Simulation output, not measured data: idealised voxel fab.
Module name: voxel ribs on slabs (process module)
Pictured: cross-section cut, 200 nm wide, on a grid of 5 nm square cells.
If you're reading a cross-section in this doc, picture square cells in a grid; it comes to you as bands, top ones listed first down to the bottom, and a band can be one or more rows of cells. The entry gives the band's vertical extent as a top height and a bottom height in nm, then its horizontal make-up as materials from left to right, each with a width in nm. "air" stands for empty space; a single material marked "full width" fills the band edge to edge. Counting heights begins at 0, where everything beneath is, in the wafer as received, one material. The lowest band has no bottom; it goes on downwards, as "0 -> down" shows. A width such as "30..40" changes by the same amount from each row of cells to the next, from the band's top row to its bottom row. Where a step carries "remains unaltered", the cross-section came out of it unchanged, cell for cell. "Closed empty spaces": sealed empty spaces, 8 cells or more, no open way to top, listed width x height at distance, with distance from the left edge and width, height and distance in nm. Past the settings on a step's line: simulator remark, on that step. overlay nm: mask right of planned place by this much (step with mask). Neg. = left.
Set out below are the planned steps of the process
1,RECEIVE: material Si
2,DIRECTIONAL_DEP: material SiO2, thk nm 30
3,DIRECTIONAL_DEP: material SiN, thk nm 15
4,PATTERN: tone cover, mask id RIB, material resist, width nm 30, thk nm 20, overlay nm 0
5,DIRECTIONAL_ETCH: etch materials SiN, depth nm 5
6,STRIP: etch materials resist
7,PATTERN: tone cover, mask id SLAB, material resist, width nm 70, thk nm 20, overlay nm 0
8,DIRECTIONAL_ETCH: etch materials SiN, depth nm 10
9,STRIP: etch materials resist
10,FILL_DEP: material SiO2, thk nm 25
11,CMP: height nm 60
12,DIRECTIONAL_DEP: material TiN, thk nm 5
13,PATTERN: tone cover, mask id HEATER, material resist, width nm 40, thk nm 15, overlay nm 0
14,DIRECTIONAL_ETCH: etch materials TiN, depth nm 5
15,STRIP: etch materials resist
16,CONFORMAL_DEP: material SiO2, thk nm 10
Run as planned: first of two wafers
Cross-section, incoming material, after step 1
    0 -> down | Si full width
    Closed empty spaces: none
Step 2 done - wafer cross-section
    30 -> 0 | SiO2 full width
    Under 0: no change, same as before.
Step 3 done - wafer cross-section
    45 -> 30 | SiN full width
    Under 30: no change, same as before.
Step 4 done - wafer cross-section
    65 -> 45 | air 85 nm  resist 30 nm  air 85 nm
    Under 45: no change, same as before.
Step 5 done - wafer cross-section
    65 -> 45 | air 85 nm  resist 30 nm  air 85 nm
    45 -> 40 | air 85 nm  SiN 30 nm  air 85 nm
    Under 40: no change, same as before.
Step 6 done - wafer cross-section
    45 -> 40 | air 85 nm  SiN 30 nm  air 85 nm
    Under 40: no change, same as before.
Step 7 done - wafer cross-section
    65 -> 45 | air 65 nm  resist 70 nm  air 65 nm
    45 -> 40 | air 65 nm  resist 20 nm  SiN 30 nm  resist 20 nm  air 65 nm
    Under 40: no change, same as before.
Step 8 done - wafer cross-section
    65 -> 45 | air 65 nm  resist 70 nm  air 65 nm
    45 -> 40 | air 65 nm  resist 20 nm  SiN 30 nm  resist 20 nm  air 65 nm
    40 -> 30 | air 65 nm  SiN 70 nm  air 65 nm
    Under 30: no change, same as before.
Step 9 done - wafer cross-section
    45 -> 40 | air 85 nm  SiN 30 nm  air 85 nm
    Under 40: no change, same as before.
Step 10 done - wafer cross-section
    70 -> 45 | SiO2 full width
    45 -> 40 | SiO2 85 nm  SiN 30 nm  SiO2 85 nm
    40 -> 30 | SiO2 65 nm  SiN 70 nm  SiO2 65 nm
    Under 30: no change, same as before.
Step 11 done - wafer cross-section
    60 -> 45 | SiO2 full width
    Under 45: no change, same as before.
Step 12 done - wafer cross-section
    65 -> 60 | TiN full width
    Under 60: no change, same as before.
Step 13 done - wafer cross-section
    80 -> 65 | air 80 nm  resist 40 nm  air 80 nm
    Under 65: no change, same as before.
Step 14 done - wafer cross-section
    80 -> 65 | air 80 nm  resist 40 nm  air 80 nm
    65 -> 60 | air 80 nm  TiN 40 nm  air 80 nm
    Under 60: no change, same as before.
Step 15 done - wafer cross-section
    65 -> 60 | air 80 nm  TiN 40 nm  air 80 nm
    Under 60: no change, same as before.
Step 16 done - wafer cross-section
    75 -> 70 | air 70 nm  SiO2 60 nm  air 70 nm
    70 -> 65 | SiO2 full width
    65 -> 60 | SiO2 80 nm  TiN 40 nm  SiO2 80 nm
    Under 60: no change, same as before.
The second wafer began exactly as the first did and followed the same plan, but one mistake was made while running it; through step 15 inclusive, the two wafers are identical
Second wafer profile in section, at the moment step 16 of the plan was meant to be complete: remains unaltered
Misprocessing identified: no execution of plan step 16; skipped
End of process, cell counts, second wafer against first, materials with more or fewer: SiO2: 84 fewer
